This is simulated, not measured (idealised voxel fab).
The process module presented herein is designated voxel self aligned contacts.
Cross-sectional view cut (width: 215 nm; square cell size: 5 nm).
Square cells in a grid make up a cross-section in this document, and the grid is given as bands, listed from the top down, each one or more rows of cells. This entry defines a band. It first specifies the height of the band's top and the height of its bottom in nm, and then specifies the band's materials from left to right, stating each material with its width in nm. The word "throughout" identifies a single material that fills the band from edge to edge, while the word "blank" identifies empty space. The reference from which all heights are counted is 0, the level beneath which the as-received wafer is entirely one material; the lowest band, having no lower bound, proceeds downward and is written after the example "0 -> down". When a width is written as two numbers, as in "30 to 40", the first number is the width in the top row of cells of the band and the second is the width in its bottom row, and the width changes by the same amount from each row to the next. Any step labelled "everything unchanged" changed none of the cells in the cross-section. The entry titled "Unvented internal voids" provides the empty spaces that have no open way to the top, restricted to those of 8 cells or more. Each is presented as width x height at distance, the distance being measured from the left edge, with all three in nm. Anything after a step's settings on that line? It's the simulator's own note about the step. "overlay nm" answers the question of how far to the right of plan the mask lay on a step that has a mask, and when it is negative the answer is to the left.

Process steps (planned):
1. RECEIVE | material Si
2. CONFORMAL_DEP | material SiO2 | thk nm 5
3. DIRECTIONAL_DEP | material polySi | thk nm 20
4. DIRECTIONAL_DEP | material SiN | thk nm 25
5. PATTERN | tone cover | mask id GATE | material resist | width nm 35 | pitch nm 75 | thk nm 15 | overlay nm 0
6. DIRECTIONAL_ETCH | etch materials SiN | depth nm 25
7. DIRECTIONAL_ETCH | etch materials polySi | depth nm 20
8. STRIP | etch materials resist
9. CONFORMAL_DEP | material SiN | thk nm 10
10. DIRECTIONAL_ETCH | etch materials SiN | depth nm 10
11. FILL_DEP | material SiO2 | thk nm 20
12. CMP | height nm 60
13. DIRECTIONAL_DEP | material aC | thk nm 10
14. PATTERN | tone open | mask id CONTACT | material resist | width nm 50 | pitch nm 75 | thk nm 25 | overlay nm 0
15. DIRECTIONAL_ETCH | etch materials aC | depth nm 10
16. STRIP | etch materials resist
17. DIRECTIONAL_ETCH | etch materials SiO2 | depth nm 60
18. STRIP | etch materials aC
19. CONFORMAL_DEP | material TiN | thk nm 5
20. FILL_DEP | material Ru | thk nm 10
21. CMP | height nm 60
22. CONFORMAL_DEP | material SiCN | thk nm 5

The cross-section here shows the wafer as received, i.e. in its state after step 1:
  0 -> down | Si throughout
  Unvented internal voids: none

Result of the module, cross-sectioned: start per above, plan per above, one error in how it was run:
  65 -> 60 | SiCN throughout
  60 -> 50 | SiO2 (45), TiN (5 to 20), Ru (40 to 10), TiN (5 to 20), SiO2 (25), TiN (5 to 20), Ru (40 to 10), TiN (5 to 20), SiO2 (45)
  50 -> 25 | SiO2 (5), SiN (55), TiN (5), Ru (10), TiN (5), SiN (55), TiN (5), Ru (10), TiN (5), SiN (55), SiO2 (5)
  25 -> 20 | SiO2 (60), TiN (20), SiO2 (55), TiN (20), SiO2 (60)
  20 -> 0 | polySi throughout
  0 -> down | Si throughout
  Unvented internal voids: none
What went wrong in running the wafer? plan vs actual: 2 and 3 interchanged
